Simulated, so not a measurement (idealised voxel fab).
Process module under the name voxel trench capacitor
Square cell edge 5 nm, section width 230 nm, ID cut.
Reading order for cross-sections: top band down to bottom band. Underlying form: a grid of square cells. Band size: one or more rows of cells. Within each band entry, the heights of the top and of the bottom of the band appear first, in that order and in nm; the materials of the band then follow from left to right, each with its corresponding width in nm. The designation "all across" on a single material indicates that it fills the band from edge to edge; the designation "air" indicates empty space. Heights are reckoned from 0. Under this level, the received wafer is all of one material. The bottommost band is open-ended downward, for example "top 0, no bottom". A width such as "30->40" changes by the same amount from each row of cells to the next, from the band's top row to its bottom row. Given "same as before" for a step, no cell of the cross-section differs between before and after that step. Empty spaces without an open route to the top, at least 8 cells in extent, make up the entry "Closed void roster"; each is given as width x height at distance, where the distance is measured from the left edge, and all are in nm. It should be noted that, on the line of a given step, the content following the step's settings is a remark produced by the simulator itself with respect to that step. "overlay nm" denotes, for a step that has a mask, the displacement of the mask to the right of its planned place, with negative values corresponding to the left.

### The following list gives the planned process steps
1) RECEIVE (material Si)
2) CONFORMAL_DEP (material SiN; thk nm 10)
3) MASKED_ETCH (tone open; mask id TRENCH; width nm 20; pitch nm 45; etch materials SiN; depth nm 10; overlay nm 0)
4) MASKED_ETCH (tone open; mask id TRENCH; width nm 20; pitch nm 45; etch materials Si; depth nm 25; overlay nm 0)
5) CONFORMAL_DEP (material SiO2; thk nm 5)
6) FILL_DEP (material polySi; thk nm 10)
7) CMP (height nm 10)

### First of two wafers, processed according to plan

### Incoming wafer in cross-section (state: after step 1)
- top 0, no bottom | Si all across
- Closed void roster: none

### Upon completion of step 2, the wafer appears in cross-section as shown
- top 10, bottom 0 | SiN all across
- Rest of section, below 0: as before.

### Upon completion of step 3, the wafer appears in cross-section as shown
- top 10, bottom 0 | SiN=60 / air=20 / SiN=25 / air=20 / SiN=25 / air=20 / SiN=60
- Rest of section, below 0: as before.

### Upon completion of step 4, the wafer appears in cross-section as shown
- top 10, bottom 0 | SiN=60 / air=20 / SiN=25 / air=20 / SiN=25 / air=20 / SiN=60
- top 0, bottom -25 | Si=60 / air=20 / Si=25 / air=20 / Si=25 / air=20 / Si=60
- Rest of section, below -25: as before.

### Upon completion of step 5, the wafer appears in cross-section as shown
- top 15, bottom 10 | SiO2=65 / air=10 / SiO2=35 / air=10 / SiO2=35 / air=10 / SiO2=65
- top 10, bottom 0 | SiN=60 / SiO2=5 / air=10 / SiO2=5 / SiN=25 / SiO2=5 / air=10 / SiO2=5 / SiN=25 / SiO2=5 / air=10 / SiO2=5 / SiN=60
- top 0, bottom -20 | Si=60 / SiO2=5 / air=10 / SiO2=5 / Si=25 / SiO2=5 / air=10 / SiO2=5 / Si=25 / SiO2=5 / air=10 / SiO2=5 / Si=60
- top -20, bottom -25 | Si=60 / SiO2=20 / Si=25 / SiO2=20 / Si=25 / SiO2=20 / Si=60
- Rest of section, below -25: as before.

### Upon completion of step 6, the wafer appears in cross-section as shown
- top 25, bottom 15 | polySi all across
- top 15, bottom 10 | SiO2=65 / polySi=10 / SiO2=35 / polySi=10 / SiO2=35 / polySi=10 / SiO2=65
- top 10, bottom 0 | SiN=60 / SiO2=5 / polySi=10 / SiO2=5 / SiN=25 / SiO2=5 / polySi=10 / SiO2=5 / SiN=25 / SiO2=5 / polySi=10 / SiO2=5 / SiN=60
- top 0, bottom -20 | Si=60 / SiO2=5 / polySi=10 / SiO2=5 / Si=25 / SiO2=5 / polySi=10 / SiO2=5 / Si=25 / SiO2=5 / polySi=10 / SiO2=5 / Si=60
- Rest of section, below -20: as before.

### Upon completion of step 7, the wafer appears in cross-section as shown
- top 10, bottom 0 | SiN=60 / SiO2=5 / polySi=10 / SiO2=5 / SiN=25 / SiO2=5 / polySi=10 / SiO2=5 / SiN=25 / SiO2=5 / polySi=10 / SiO2=5 / SiN=60
- Rest of section, below 0: as before.

### The remaining wafer, second of the two, started like the first and was run to the same plan, except that one mistake was made along the way; the two coincide through step 4, inclusive

### Cross-sectional view of the second wafer at the intended end time of process step 5
- top 15, bottom 0 | SiN=65 / air=10 / SiN=35 / air=10 / SiN=35 / air=10 / SiN=65
- top 0, bottom -20 | Si=60 / SiN=5 / air=10 / SiN=5 / Si=25 / SiN=5 / air=10 / SiN=5 / Si=25 / SiN=5 / air=10 / SiN=5 / Si=60
- top -20, bottom -25 | Si=60 / SiN=20 / Si=25 / SiN=20 / Si=25 / SiN=20 / Si=60
- Rest of section, below -25: as before.

### Cross-sectional view of the second wafer at the intended end time of process step 6
- top 25, bottom 15 | polySi all across
- top 15, bottom 0 | SiN=65 / polySi=10 / SiN=35 / polySi=10 / SiN=35 / polySi=10 / SiN=65
- top 0, bottom -20 | Si=60 / SiN=5 / polySi=10 / SiN=5 / Si=25 / SiN=5 / polySi=10 / SiN=5 / Si=25 / SiN=5 / polySi=10 / SiN=5 / Si=60
- Rest of section, below -20: as before.

### Cross-sectional view of the second wafer at the intended end time of process step 7
- top 10, bottom 0 | SiN=65 / polySi=10 / SiN=35 / polySi=10 / SiN=35 / polySi=10 / SiN=65
- Rest of section, below 0: as before.
Against the plan, the run slipped here: planned and actual differ for step 5; actual: CONFORMAL_DEP (material SiN; thk nm 5)
Final cells, second wafer relative to first, materials higher or lower: +48 SiN | -48 SiO2
